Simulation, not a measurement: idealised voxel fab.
voxel air gaps: a process module
For reference, the cross-section in this document is cut, with width 230 nm and square cells of 5 nm.
This document writes a cross-section as a grid whose cells are square, and gives it as bands, listed from the top down; one or more rows of cells form a band.
Per band: top height and bottom height in nm, followed by the left-to-right materials and their widths in nm; "throughout" marks a single material spanning edge to edge, "empty" marks empty space.
A quick word on heights: they are counted from 0, and under that level the wafer as it came to us is one material throughout. The lowest band is different from the rest in having no bottom; it simply continues downward, written as in "0 nm and below".
The two numbers in a width such as "30..40" mark its ends across the band: the first belongs to the top row of cells, the second to the bottom row, and from each row to the next the width moves by the same amount.
"nothing changed" for a step: no cell of the cross-section changed in that step.
Empty spaces counting at least 8 cells and having no open way to the top are listed in "Enclosed voids". The notation width x height at distance is used for each, the distance being from the left edge and all three values in nm.
Note: text after step settings on the step line = simulator remark on that step.
You can add "overlay nm" to a step's line. For a step with a mask, it describes how far the mask lay to the right of its planned position, and a negative number describes a lay to the left.

The following list gives the planned process steps:
- 1: RECEIVE [material Si]
- 2: CONFORMAL_DEP [material SiO2] [thk nm 10]
- 3: CONFORMAL_DEP [material SiN] [thk nm 5]
- 4: DIRECTIONAL_DEP [material lowk] [thk nm 40]
- 5: PATTERN [tone open] [mask id LINES] [material resist] [width nm 20] [pitch nm 45] [thk nm 20] [overlay nm 0]
- 6: DIRECTIONAL_ETCH [etch materials lowk] [depth nm 40]
- 7: STRIP [etch materials resist]
- 8: CONFORMAL_DEP [material TiN] [thk nm 5]
- 9: FILL_DEP [material Ru] [thk nm 5]
- 10: CMP [height nm 45]
- 11: EPI [material Ru] [thk nm 10]
- 12: SELECTIVE_ETCH [etch materials lowk] [depth nm 50]
- 13: CONFORMAL_DEP [material SiCN] [thk nm 5]
Quick note for whoever runs this: the wafers start identical, but the height nm at step 10 isn't the same across them. The plan just shows what the first wafer had.

After step 1, as received: first of several wafers, cross-section:
- 0 nm and below | Si throughout
- Enclosed voids: none

Shown in cross-section: the first of several wafers at the end of the module, after its last step, step 13:
- 60 nm to 55 nm | empty 20, then SiCN 185, then empty 25
- 55 nm to 45 nm | empty 20, then SiCN 5, then Ru 40, then SiCN 5, then Ru 40, then SiCN 5, then Ru 40, then SiCN 5, then Ru 40, then SiCN 5, then empty 25
- 45 nm to 40 nm | empty 20, then SiCN 15, then TiN 5, then Ru 10, then TiN 5, then SiCN 25, then TiN 5, then Ru 10, then TiN 5, then SiCN 25, then TiN 5, then Ru 10, then TiN 5, then SiCN 25, then TiN 5, then Ru 10, then TiN 5, then SiCN 15, then empty 25
- 40 nm to 20 nm | empty 30, then SiCN 5, then TiN 5, then Ru 10, then TiN 5, then SiCN 5, then empty 15, then SiCN 5, then TiN 5, then Ru 10, then TiN 5, then SiCN 5, then empty 15, then SiCN 5, then TiN 5, then Ru 10, then TiN 5, then SiCN 5, then empty 15, then SiCN 5, then TiN 5, then Ru 10, then TiN 5, then SiCN 5, then empty 35
- 20 nm to 15 nm | SiCN 35, then TiN 20, then SiCN 25, then TiN 20, then SiCN 25, then TiN 20, then SiCN 25, then TiN 20, then SiCN 40
- 15 nm to 10 nm | SiN throughout
- 10 nm to 0 nm | SiO2 throughout
- 0 nm and below | Si throughout
- Enclosed voids: 15 x 20 at 60; 15 x 20 at 105; 15 x 20 at 150

Last wafer x-sec, end of module:
- 80 nm to 75 nm | SiCN throughout
- 75 nm to 60 nm | Ru throughout
- 60 nm to 55 nm | TiN 40, then Ru 10, then TiN 35, then Ru 10, then TiN 35, then Ru 10, then TiN 35, then Ru 10, then TiN 45
- 55 nm to 20 nm | lowk 35, then TiN 5, then Ru 10, then TiN 5, then lowk 25, then TiN 5, then Ru 10, then TiN 5, then lowk 25, then TiN 5, then Ru 10, then TiN 5, then lowk 25, then TiN 5, then Ru 10, then TiN 5, then lowk 40
- 20 nm to 15 nm | lowk 35, then TiN 20, then lowk 25, then TiN 20, then lowk 25, then TiN 20, then lowk 25, then TiN 20, then lowk 40
- 15 nm to 10 nm | SiN throughout
- 10 nm to 0 nm | SiO2 throughout
- 0 nm and below | Si throughout
- Enclosed voids: none

Rows = wafers. At module end, each row lists per material the cells gained (+) or lost (-) since the wafer was received, then the closed voids:
height nm 45 | +104 Ru | +130 SiCN | +46 SiN | +92 SiO2 | +56 TiN | Enclosed voids: 15 x 20 at 60; 15 x 20 at 105; 15 x 20 at 150
height nm 50 | +112 Ru | +138 SiCN | +46 SiN | +92 SiO2 | +64 TiN | Enclosed voids: 15 x 25 at 60; 15 x 25 at 105; 15 x 25 at 150
height nm 55 | +120 Ru | +146 SiCN | +46 SiN | +92 SiO2 | +72 TiN | Enclosed voids: 15 x 30 at 60; 15 x 30 at 105; 15 x 30 at 150
height nm 60 | +156 Ru | +46 SiCN | +46 SiN | +92 SiO2 | +110 TiN | +240 lowk | Enclosed voids: none
height nm 65 | +202 Ru | +46 SiCN | +46 SiN | +92 SiO2 | +110 TiN | +240 lowk | Enclosed voids: none
